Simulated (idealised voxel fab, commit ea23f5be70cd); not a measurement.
This is a process module. Its name is voxel self aligned contacts.
The width of the displayed cross-section, cut, is 260 nm; its cells are square, with a size of 5 nm.
Throughout this document, each cross-section is represented as a grid of square cells and is presented as a sequence of bands enumerated from the top downward, where a band comprises one or more rows of cells. Read a band's entry like this: the first values are the height of its top and the height of its bottom in nm, and what follows is the sequence of materials from left to right, each with its width in nm. Note that "empty" is empty space, and that a single material marked "full width" reaches across the band from edge to edge. Heights are measured from 0, the level below which the as-received wafer is all one material; the lowest band has no bottom and continues downward, written as in "from 0 down". With a width like "30..40", each row of cells in the band differs from the next by the same amount, the top row carrying the first number and the bottom row the second. Given "left unchanged" for a step, no cell of the cross-section differs between before and after that step. Empty spaces without an open route to the top, at least 8 cells in extent, make up the entry "Cavities, sealed"; each is given as width x height at distance, where the distance is measured from the left edge, and all are in nm. If you see something after the settings on a step's line, that's the simulator's own remark about that step. "overlay nm" answers the question of how far to the right of plan the mask lay on a step that has a mask, and when it is negative the answer is to the left.

# Planned process steps
1) RECEIVE: material Si
2) CONFORMAL_DEP: material SiO2, thk nm 5
3) DIRECTIONAL_DEP: material polySi, thk nm 30
4) DIRECTIONAL_DEP: material SiN, thk nm 20
5) DIRECTIONAL_DEP: material aC, thk nm 15
6) PATTERN: tone cover, mask id GATE, material resist, width nm 25, pitch nm 55, thk nm 35, overlay nm 0
7) DIRECTIONAL_ETCH: etch materials aC, depth nm 15
8) STRIP: etch materials resist
9) DIRECTIONAL_ETCH: etch materials SiN, depth nm 20
10) DIRECTIONAL_ETCH: etch materials polySi, depth nm 30
11) STRIP: etch materials aC
12) CONFORMAL_DEP: material SiN, thk nm 5
13) DIRECTIONAL_ETCH: etch materials SiN, depth nm 5
14) FILL_DEP: material SiO2, thk nm 20
15) CMP: height nm 55
16) DIRECTIONAL_DEP: material aC, thk nm 10
17) PATTERN: tone open, mask id CONTACT, material resist, width nm 40, thk nm 25, overlay nm 0
18) DIRECTIONAL_ETCH: etch materials aC, depth nm 10
19) STRIP: etch materials resist
20) DIRECTIONAL_ETCH: etch materials SiO2, depth nm 65
21) STRIP: etch materials aC
22) CONFORMAL_DEP: material TiN, thk nm 5
23) FILL_DEP: material W, thk nm 5
24) CMP: height nm 65
25) CONFORMAL_DEP: material SiCN, thk nm 5
Heads up: all these wafers start the same, and what changes between them is the height nm in step 15. The value you see in the plan is just what the first wafer got.

# First of several wafers (as received, post step 1), cross-sectional view
> from 0 down  Si full width
> Cavities, sealed: none

# After the module's final step, step 25: the first of several wafers in cross-section
> from 70 to 65  SiCN full width
> from 65 to 60  W full width
> from 60 to 55  TiN 125, then W 10, then TiN 125
> from 55 to 35  SiO2 85, then SiN 35, then TiN 5, then W 10, then TiN 5, then SiN 35, then SiO2 85
> from 35 to 5  SiO2 85, then SiN 5, then polySi 25, then SiN 5, then TiN 5, then W 10, then TiN 5, then SiN 5, then polySi 25, then SiN 5, then SiO2 85
> from 5 to 0  SiO2 120, then TiN 20, then SiO2 120
> from 0 down  Si full width
> Cavities, sealed: none

# Sectional view of the last wafer upon completion of the module
> from 70 to 65  SiCN full width
> from 65 to 55  SiO2 110, then TiN 5..15, then W 30..10, then TiN 5..15, then SiO2 110
> from 55 to 35  SiO2 85, then SiN 35, then TiN 5, then W 10, then TiN 5, then SiN 35, then SiO2 85
> from 35 to 15  SiO2 85, then SiN 5, then polySi 25, then SiN 5, then TiN 5, then W 10, then TiN 5, then SiN 5, then polySi 25, then SiN 5, then SiO2 85
> from 15 to 10  SiO2 85, then SiN 5, then polySi 25, then SiN 5, then TiN 20, then SiN 5, then polySi 25, then SiN 5, then SiO2 85
> from 10 to 5  SiO2 85, then SiN 5, then polySi 25, then SiN 5, then SiO2 20, then SiN 5, then polySi 25, then SiN 5, then SiO2 85
> from 5 to 0  SiO2 full width
> from 0 down  Si full width
> Cavities, sealed: none

# End of module, by wafer: material-by-material cell gain (+) or loss (-) since receipt, then closed voids
height nm 55, +52 SiCN, +80 SiN, +388 SiO2, +74 TiN, +74 W, +60 polySi, Cavities, sealed: none
height nm 60, +52 SiCN, +80 SiN, +432 SiO2, +76 TiN, +28 W, +60 polySi, Cavities, sealed: none
height nm 65, +52 SiCN, +80 SiN, +476 SiO2, +32 TiN, +28 W, +60 polySi, Cavities, sealed: none
height nm 70, +52 SiCN, +80 SiN, +480 SiO2, +30 TiN, +26 W, +60 polySi, Cavities, sealed: none
height nm 75, +52 SiCN, +80 SiN, +484 SiO2, +28 TiN, +24 W, +60 polySi, Cavities, sealed: none
